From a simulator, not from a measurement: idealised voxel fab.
A process module follows: voxel transistor to metal.
150 nm wide, 5 nm square cells: that's cross-section cut.
A cross-section is written here as square cells arranged in a grid, and it is given in bands from the top down, each band taking up one or more rows of cells. Top height, bottom height, nm. Materials left to right, width each, nm. Single material + "full width" = fills band edge to edge. "blank" = empty. Heights are reckoned from 0. Under this level, the received wafer is all of one material. The bottommost band is open-ended downward, for example "0 and below". Read "30..40" as a graded width: first number on top, second number at the bottom, same change between each pair of neighbouring rows. What does "remained unchanged" mean for a step? It means no cell of the cross-section changed in that step. Entry "Sealed voids". Content: empty spaces with no open connection to the top, size 8 cells or greater. Each: width x height at distance. Distance: from left edge. Unit: nm. Whatever follows a step's settings on its line is a remark the simulator itself makes about that step. For masked steps, "overlay nm" on the step line gives how far right of plan the mask actually lay; a minus sign means it lay to the left.
**Process steps - plan**
1: RECEIVE, material Si
2: CONFORMAL_DEP, material SiO2, thk nm 5
3: CONFORMAL_DEP, material SiN, thk nm 15
4: MASKED_ETCH, tone cover, mask id ACTIVE, width nm 105, etch materials SiN, depth nm 15, overlay nm 0
5: MASKED_ETCH, tone cover, mask id ACTIVE, width nm 105, etch materials SiO2, depth nm 5, overlay nm 0
6: MASKED_ETCH, tone cover, mask id ACTIVE, width nm 105, etch materials Si, depth nm 30, overlay nm 0
7: FILL_DEP, material SiO2, thk nm 10
8: CMP, height nm 20
9: SELECTIVE_ETCH, etch materials SiO2, depth nm 10
10: STRIP, etch materials SiN
11: SELECTIVE_ETCH, etch materials SiO2, depth nm 5
12: OXIDIZE, depth nm 5
13: DIRECTIONAL_DEP, material polySi, thk nm 20
14: DIRECTIONAL_DEP, material SiCN, thk nm 10
15: MASKED_ETCH, tone cover, mask id GATE, width nm 25, etch materials SiCN, depth nm 20, overlay nm 0
16: MASKED_ETCH, tone cover, mask id GATE, width nm 25, etch materials polySi, depth nm 30, overlay nm 0
17: CONFORMAL_DEP, material SiN, thk nm 5
18: DIRECTIONAL_ETCH, etch materials SiN, depth nm 5
19: DIRECTIONAL_ETCH, etch materials SiO2, depth nm 5
20: EPI, material nSi, thk nm 5
21: FILL_DEP, material SiO2, thk nm 10
22: CMP, height nm 30
23: DIRECTIONAL_DEP, material SiO2, thk nm 10
24: MASKED_ETCH, tone open, mask id CONTACT, width nm 15, pitch nm 80, etch materials SiO2, depth nm 40, overlay nm 0
25: CONFORMAL_DEP, material TiN, thk nm 5
26: FILL_DEP, material W, thk nm 10
27: CMP, height nm 40
28: CONFORMAL_DEP, material SiCN, thk nm 5
29: DIRECTIONAL_DEP, material SiO2, thk nm 15
30: MASKED_ETCH, tone open, mask id METAL_1, width nm 15, pitch nm 80, etch materials SiO2, depth nm 15, overlay nm 0
31: MASKED_ETCH, tone open, mask id METAL_1, width nm 15, pitch nm 80, etch materials SiCN, depth nm 5, overlay nm 0
32: CONFORMAL_DEP, material TiN, thk nm 5
33: FILL_DEP, material Cu, thk nm 10
34: CMP, height nm 60
35: CONFORMAL_DEP, material SiCN, thk nm 5
36: DIRECTIONAL_DEP, material SiO2, thk nm 25
37: MASKED_ETCH, tone open, mask id METAL_2, width nm 15, pitch nm 80, etch materials SiO2, depth nm 15, overlay nm 0
38: MASKED_ETCH, tone open, mask id METAL_2_HOLES, width nm 15, pitch nm 80, etch materials SiO2, depth nm 10, overlay nm 0
39: MASKED_ETCH, tone open, mask id METAL_2_HOLES, width nm 15, pitch nm 80, etch materials SiCN, depth nm 5, overlay nm 0
40: CONFORMAL_DEP, material TiN, thk nm 5
41: FILL_DEP, material Ru, thk nm 10
42: CMP, height nm 90
43: CONFORMAL_DEP, material SiN, thk nm 5
**First wafer out of two, processed as planned**
**As-received wafer cross-section (after step 1)**
- 0 and below | Si full width
- Sealed voids: none
**Cross-section: wafer state after step 2**
- 5 down to 0 | SiO2 full width
- At heights below 0, the structure remains unaltered.
**Cross-section: wafer state after step 3**
- 20 down to 5 | SiN full width
- At heights below 5, the structure remains unaltered.
**Cross-section: wafer state after step 4**
- 20 down to 5 | blank 20 nm, then SiN 105 nm, then blank 25 nm
- At heights below 5, the structure remains unaltered.
**Cross-section: wafer state after step 5**
- 20 down to 5 | blank 20 nm, then SiN 105 nm, then blank 25 nm
- 5 down to 0 | blank 20 nm, then SiO2 105 nm, then blank 25 nm
- At heights below 0, the structure remains unaltered.
**Cross-section: wafer state after step 6**
- 20 down to 5 | blank 20 nm, then SiN 105 nm, then blank 25 nm
- 5 down to 0 | blank 20 nm, then SiO2 105 nm, then blank 25 nm
- 0 down to -30 | blank 20 nm, then Si 105 nm, then blank 25 nm
- At heights below -30, the structure remains unaltered.
**Cross-section: wafer state after step 7**
- 30 down to 20 | SiO2 full width
- 20 down to 5 | SiO2 20 nm, then SiN 105 nm, then SiO2 25 nm
- 5 down to 0 | SiO2 full width
- 0 down to -30 | SiO2 20 nm, then Si 105 nm, then SiO2 25 nm
- At heights below -30, the structure remains unaltered.
**Cross-section: wafer state after step 8**
- 20 down to 5 | SiO2 20 nm, then SiN 105 nm, then SiO2 25 nm
- At heights below 5, the structure remains unaltered.
**Cross-section: wafer state after step 9**
- 20 down to 10 | blank 20 nm, then SiN 105 nm, then blank 25 nm
- At heights below 10, the structure remains unaltered.
**Cross-section: wafer state after step 10**
- 10 down to 5 | SiO2 20 nm, then blank 105 nm, then SiO2 25 nm
- At heights below 5, the structure remains unaltered.
**Cross-section: wafer state after step 11**
- 5 down to 0 | SiO2 15 nm, then blank 115 nm, then SiO2 20 nm
- At heights below 0, the structure remains unaltered.
**Cross-section: wafer state after step 12**
- 5 down to 0 | SiO2 15 nm, then blank 115 nm, then SiO2 20 nm
- 0 down to -5 | SiO2 full width
- At heights below -5, the structure remains unaltered.
**Cross-section: wafer state after step 13**
- 25 down to 20 | polySi 15 nm, then blank 115 nm, then polySi 20 nm
- 20 down to 5 | polySi full width
- 5 down to 0 | SiO2 15 nm, then polySi 115 nm, then SiO2 20 nm
- At heights below 0, the structure remains unaltered.
**Cross-section: wafer state after step 14**
- 35 down to 30 | SiCN 15 nm, then blank 115 nm, then SiCN 20 nm
- 30 down to 25 | SiCN full width
- 25 down to 20 | polySi 15 nm, then SiCN 115 nm, then polySi 20 nm
- At heights below 20, the structure remains unaltered.
**Cross-section: wafer state after step 15**
- 30 down to 25 | blank 60 nm, then SiCN 25 nm, then blank 65 nm
- 25 down to 20 | polySi 15 nm, then blank 45 nm, then SiCN 25 nm, then blank 45 nm, then polySi 20 nm
- At heights below 20, the structure remains unaltered.
**Cross-section: wafer state after step 16**
- 30 down to 20 | blank 60 nm, then SiCN 25 nm, then blank 65 nm
- 20 down to 5 | blank 60 nm, then polySi 25 nm, then blank 65 nm
- 5 down to 0 | SiO2 15 nm, then blank 45 nm, then polySi 25 nm, then blank 45 nm, then SiO2 20 nm
- At heights below 0, the structure remains unaltered.
**Cross-section: wafer state after step 17**
- 35 down to 30 | blank 55 nm, then SiN 35 nm, then blank 60 nm
- 30 down to 20 | blank 55 nm, then SiN 5 nm, then SiCN 25 nm, then SiN 5 nm, then blank 60 nm
- 20 down to 10 | blank 55 nm, then SiN 5 nm, then polySi 25 nm, then SiN 5 nm, then blank 60 nm
- 10 down to 5 | SiN 20 nm, then blank 35 nm, then SiN 5 nm, then polySi 25 nm, then SiN 5 nm, then blank 35 nm, then SiN 25 nm
- 5 down to 0 | SiO2 15 nm, then SiN 45 nm, then polySi 25 nm, then SiN 45 nm, then SiO2 20 nm
- At heights below 0, the structure remains unaltered.
**Cross-section: wafer state after step 18**
- 30 down to 20 | blank 55 nm, then SiN 5 nm, then SiCN 25 nm, then SiN 5 nm, then blank 60 nm
- 20 down to 5 | blank 55 nm, then SiN 5 nm, then polySi 25 nm, then SiN 5 nm, then blank 60 nm
- 5 down to 0 | SiO2 15 nm, then SiN 5 nm, then blank 35 nm, then SiN 5 nm, then polySi 25 nm, then SiN 5 nm, then blank 35 nm, then SiN 5 nm, then SiO2 20 nm
- At heights below 0, the structure remains unaltered.
**Cross-section: wafer state after step 19**
- 30 down to 20 | blank 55 nm, then SiN 5 nm, then SiCN 25 nm, then SiN 5 nm, then blank 60 nm
- 20 down to 5 | blank 55 nm, then SiN 5 nm, then polySi 25 nm, then SiN 5 nm, then blank 60 nm
- 5 down to 0 | blank 15 nm, then SiN 5 nm, then blank 35 nm, then SiN 5 nm, then polySi 25 nm, then SiN 5 nm, then blank 35 nm, then SiN 5 nm, then blank 20 nm
- 0 down to -5 | SiO2 20 nm, then blank 35 nm, then SiO2 35 nm, then blank 35 nm, then SiO2 25 nm
- At heights below -5, the structure remains unaltered.
**Cross-section: wafer state after step 20**
- 30 down to 20 | blank 55 nm, then SiN 5 nm, then SiCN 25 nm, then SiN 5 nm, then blank 60 nm
- 20 down to 5 | blank 55 nm, then SiN 5 nm, then polySi 25 nm, then SiN 5 nm, then blank 60 nm
- 5 down to 0 | blank 15 nm, then SiN 5 nm, then blank 35 nm, then SiN 5 nm, then polySi 25 nm, then SiN 5 nm, then blank 35 nm, then SiN 5 nm, then blank 20 nm
- 0 down to -5 | SiO2 20 nm, then nSi 35 nm, then SiO2 35 nm, then nSi 35 nm, then SiO2 25 nm
- At heights below -5, the structure remains unaltered.
**Cross-section: wafer state after step 21**
- 40 down to 30 | SiO2 full width
- 30 down to 20 | SiO2 55 nm, then SiN 5 nm, then SiCN 25 nm, then SiN 5 nm, then SiO2 60 nm
- 20 down to 5 | SiO2 55 nm, then SiN 5 nm, then polySi 25 nm, then SiN 5 nm, then SiO2 60 nm
- 5 down to 0 | SiO2 15 nm, then SiN 5 nm, then SiO2 35 nm, then SiN 5 nm, then polySi 25 nm, then SiN 5 nm, then SiO2 35 nm, then SiN 5 nm, then SiO2 20 nm
- At heights below 0, the structure remains unaltered.
**Cross-section: wafer state after step 22**
- 30 down to 20 | SiO2 55 nm, then SiN 5 nm, then SiCN 25 nm, then SiN 5 nm, then SiO2 60 nm
- At heights below 20, the structure remains unaltered.
**Cross-section: wafer state after step 23**
- 40 down to 30 | SiO2 full width
- At heights below 30, the structure remains unaltered.
**Cross-section: wafer state after step 24**
- 40 down to 30 | SiO2 25 nm, then blank 15 nm, then SiO2 65 nm, then blank 15 nm, then SiO2 30 nm
- 30 down to 20 | SiO2 25 nm, then blank 15 nm, then SiO2 15 nm, then SiN 5 nm, then SiCN 25 nm, then SiN 5 nm, then SiO2 15 nm, then blank 15 nm, then SiO2 30 nm
- 20 down to 5 | SiO2 25 nm, then blank 15 nm, then SiO2 15 nm, then SiN 5 nm, then polySi 25 nm, then SiN 5 nm, then SiO2 15 nm, then blank 15 nm, then SiO2 30 nm
- 5 down to 0 | SiO2 15 nm, then SiN 5 nm, then SiO2 5 nm, then blank 15 nm, then SiO2 15 nm, then SiN 5 nm, then polySi 25 nm, then SiN 5 nm, then SiO2 15 nm, then blank 15 nm, then SiO2 5 nm, then SiN 5 nm, then SiO2 20 nm
- At heights below 0, the structure remains unaltered.
**Cross-section: wafer state after step 25**
- 45 down to 40 | TiN 30 nm, then blank 5 nm, then TiN 75 nm, then blank 5 nm, then TiN 35 nm
- 40 down to 30 | SiO2 25 nm, then TiN 5 nm, then blank 5 nm, then TiN 5 nm, then SiO2 65 nm, then TiN 5 nm, then blank 5 nm, then TiN 5 nm, then SiO2 30 nm
- 30 down to 20 | SiO2 25 nm, then TiN 5 nm, then blank 5 nm, then TiN 5 nm, then SiO2 15 nm, then SiN 5 nm, then SiCN 25 nm, then SiN 5 nm, then SiO2 15 nm, then TiN 5 nm, then blank 5 nm, then TiN 5 nm, then SiO2 30 nm
- 20 down to 5 | SiO2 25 nm, then TiN 5 nm, then blank 5 nm, then TiN 5 nm, then SiO2 15 nm, then SiN 5 nm, then polySi 25 nm, then SiN 5 nm, then SiO2 15 nm, then TiN 5 nm, then blank 5 nm, then TiN 5 nm, then SiO2 30 nm
- 5 down to 0 | SiO2 15 nm, then SiN 5 nm, then SiO2 5 nm, then TiN 15 nm, then SiO2 15 nm, then SiN 5 nm, then polySi 25 nm, then SiN 5 nm, then SiO2 15 nm, then TiN 15 nm, then SiO2 5 nm, then SiN 5 nm, then SiO2 20 nm
- At heights below 0, the structure remains unaltered.
**Cross-section: wafer state after step 26**
- 55 down to 45 | W full width
- 45 down to 40 | TiN 30 nm, then W 5 nm, then TiN 75 nm, then W 5 nm, then TiN 35 nm
- 40 down to 30 | SiO2 25 nm, then TiN 5 nm, then W 5 nm, then TiN 5 nm, then SiO2 65 nm, then TiN 5 nm, then W 5 nm, then TiN 5 nm, then SiO2 30 nm
- 30 down to 20 | SiO2 25 nm, then TiN 5 nm, then W 5 nm, then TiN 5 nm, then SiO2 15 nm, then SiN 5 nm, then SiCN 25 nm, then SiN 5 nm, then SiO2 15 nm, then TiN 5 nm, then W 5 nm, then TiN 5 nm, then SiO2 30 nm
- 20 down to 5 | SiO2 25 nm, then TiN 5 nm, then W 5 nm, then TiN 5 nm, then SiO2 15 nm, then SiN 5 nm, then polySi 25 nm, then SiN 5 nm, then SiO2 15 nm, then TiN 5 nm, then W 5 nm, then TiN 5 nm, then SiO2 30 nm
- At heights below 5, the structure remains unaltered.
**Cross-section: wafer state after step 27**
- 40 down to 30 | SiO2 25 nm, then TiN 5 nm, then W 5 nm, then TiN 5 nm, then SiO2 65 nm, then TiN 5 nm, then W 5 nm, then TiN 5 nm, then SiO2 30 nm
- At heights below 30, the structure remains unaltered.
**Cross-section: wafer state after step 28**
- 45 down to 40 | SiCN full width
- At heights below 40, the structure remains unaltered.
**Cross-section: wafer state after step 29**
- 60 down to 45 | SiO2 full width
- At heights below 45, the structure remains unaltered.
**Cross-section: wafer state after step 30**
- 60 down to 45 | SiO2 25 nm, then blank 15 nm, then SiO2 65 nm, then blank 15 nm, then SiO2 30 nm
- At heights below 45, the structure remains unaltered.
**Cross-section: wafer state after step 31**
- 60 down to 45 | SiO2 25 nm, then blank 15 nm, then SiO2 65 nm, then blank 15 nm, then SiO2 30 nm
- 45 down to 40 | SiCN 25 nm, then blank 15 nm, then SiCN 65 nm, then blank 15 nm, then SiCN 30 nm
- At heights below 40, the structure remains unaltered.
**Cross-section: wafer state after step 32**
- 65 down to 60 | TiN 30 nm, then blank 5 nm, then TiN 75 nm, then blank 5 nm, then TiN 35 nm
- 60 down to 45 | SiO2 25 nm, then TiN 5 nm, then blank 5 nm, then TiN 5 nm, then SiO2 65 nm, then TiN 5 nm, then blank 5 nm, then TiN 5 nm, then SiO2 30 nm
- 45 down to 40 | SiCN 25 nm, then TiN 15 nm, then SiCN 65 nm, then TiN 15 nm, then SiCN 30 nm
- At heights below 40, the structure remains unaltered.
**Cross-section: wafer state after step 33**
- 75 down to 65 | Cu full width
- 65 down to 60 | TiN 30 nm, then Cu 5 nm, then TiN 75 nm, then Cu 5 nm, then TiN 35 nm
- 60 down to 45 | SiO2 25 nm, then TiN 5 nm, then Cu 5 nm, then TiN 5 nm, then SiO2 65 nm, then TiN 5 nm, then Cu 5 nm, then TiN 5 nm, then SiO2 30 nm
- At heights below 45, the structure remains unaltered.
**Cross-section: wafer state after step 34**
- 60 down to 45 | SiO2 25 nm, then TiN 5 nm, then Cu 5 nm, then TiN 5 nm, then SiO2 65 nm, then TiN 5 nm, then Cu 5 nm, then TiN 5 nm, then SiO2 30 nm
- At heights below 45, the structure remains unaltered.
**Cross-section: wafer state after step 35**
- 65 down to 60 | SiCN full width
- At heights below 60, the structure remains unaltered.
**Cross-section: wafer state after step 36**
- 90 down to 65 | SiO2 full width
- At heights below 65, the structure remains unaltered.
**Cross-section: wafer state after step 37**
- 90 down to 75 | SiO2 25 nm, then blank 15 nm, then SiO2 65 nm, then blank 15 nm, then SiO2 30 nm
- At heights below 75, the structure remains unaltered.
**Cross-section: wafer state after step 38**
- 90 down to 65 | SiO2 25 nm, then blank 15 nm, then SiO2 65 nm, then blank 15 nm, then SiO2 30 nm
- At heights below 65, the structure remains unaltered.
**Cross-section: wafer state after step 39**
- 90 down to 65 | SiO2 25 nm, then blank 15 nm, then SiO2 65 nm, then blank 15 nm, then SiO2 30 nm
- 65 down to 60 | SiCN 25 nm, then blank 15 nm, then SiCN 65 nm, then blank 15 nm, then SiCN 30 nm
- At heights below 60, the structure remains unaltered.
**Cross-section: wafer state after step 40**
- 95 down to 90 | TiN 30 nm, then blank 5 nm, then TiN 75 nm, then blank 5 nm, then TiN 35 nm
- 90 down to 65 | SiO2 25 nm, then TiN 5 nm, then blank 5 nm, then TiN 5 nm, then SiO2 65 nm, then TiN 5 nm, then blank 5 nm, then TiN 5 nm, then SiO2 30 nm
- 65 down to 60 | SiCN 25 nm, then TiN 15 nm, then SiCN 65 nm, then TiN 15 nm, then SiCN 30 nm
- At heights below 60, the structure remains unaltered.
**Cross-section: wafer state after step 41**
- 105 down to 95 | Ru full width
- 95 down to 90 | TiN 30 nm, then Ru 5 nm, then TiN 75 nm, then Ru 5 nm, then TiN 35 nm
- 90 down to 65 | SiO2 25 nm, then TiN 5 nm, then Ru 5 nm, then TiN 5 nm, then SiO2 65 nm, then TiN 5 nm, then Ru 5 nm, then TiN 5 nm, then SiO2 30 nm
- At heights below 65, the structure remains unaltered.
**Cross-section: wafer state after step 42**
- 90 down to 65 | SiO2 25 nm, then TiN 5 nm, then Ru 5 nm, then TiN 5 nm, then SiO2 65 nm, then TiN 5 nm, then Ru 5 nm, then TiN 5 nm, then SiO2 30 nm
- At heights below 65, the structure remains unaltered.
**Cross-section: wafer state after step 43**
- 95 down to 90 | SiN full width
- At heights below 90, the structure remains unaltered.
**Second wafer, same starting conditions and recipe as the first, one mistake in executing it, nothing differs from the first up to and including step 34**
**Cross-sectional representation of the second wafer at the time designated in the plan for the completion of step 35**
- 85 down to 60 | SiO2 full width
- At heights below 60, the structure remains unaltered.
**Cross-sectional representation of the second wafer at the time designated in the plan for the completion of step 36**
- 90 down to 85 | SiCN full width
- At heights below 85, the structure remains unaltered.
Cross-sectional representation of the second wafer at the time designated in the plan for the completion of step 37: remained unchanged
Cross-sectional representation of the second wafer at the time designated in the plan for the completion of step 38: remained unchanged
**Cross-sectional representation of the second wafer at the time designated in the plan for the completion of step 39**
- 90 down to 85 | SiCN 25 nm, then blank 15 nm, then SiCN 65 nm, then blank 15 nm, then SiCN 30 nm
- At heights below 85, the structure remains unaltered.
**Cross-sectional representation of the second wafer at the time designated in the plan for the completion of step 40**
- 95 down to 90 | TiN 30 nm, then blank 5 nm, then TiN 75 nm, then blank 5 nm, then TiN 35 nm
- 90 down to 85 | SiCN 25 nm, then TiN 15 nm, then SiCN 65 nm, then TiN 15 nm, then SiCN 30 nm
- At heights below 85, the structure remains unaltered.
**Cross-sectional representation of the second wafer at the time designated in the plan for the completion of step 41**
- 105 down to 95 | Ru full width
- 95 down to 90 | TiN 30 nm, then Ru 5 nm, then TiN 75 nm, then Ru 5 nm, then TiN 35 nm
- At heights below 90, the structure remains unaltered.
**Cross-sectional representation of the second wafer at the time designated in the plan for the completion of step 42**
- 90 down to 85 | SiCN 25 nm, then TiN 15 nm, then SiCN 65 nm, then TiN 15 nm, then SiCN 30 nm
- At heights below 85, the structure remains unaltered.
**Cross-sectional representation of the second wafer at the time designated in the plan for the completion of step 43**
- 95 down to 90 | SiN full width
- At heights below 90, the structure remains unaltered.
Diagnosis: the run placed steps 35 and 36 each in the position the plan gave to the other
Wrapping up, a cell-based count of both wafers puts the second over or under the first for these materials: 10 fewer of Ru | 30 more of SiO2 | 20 fewer of TiN
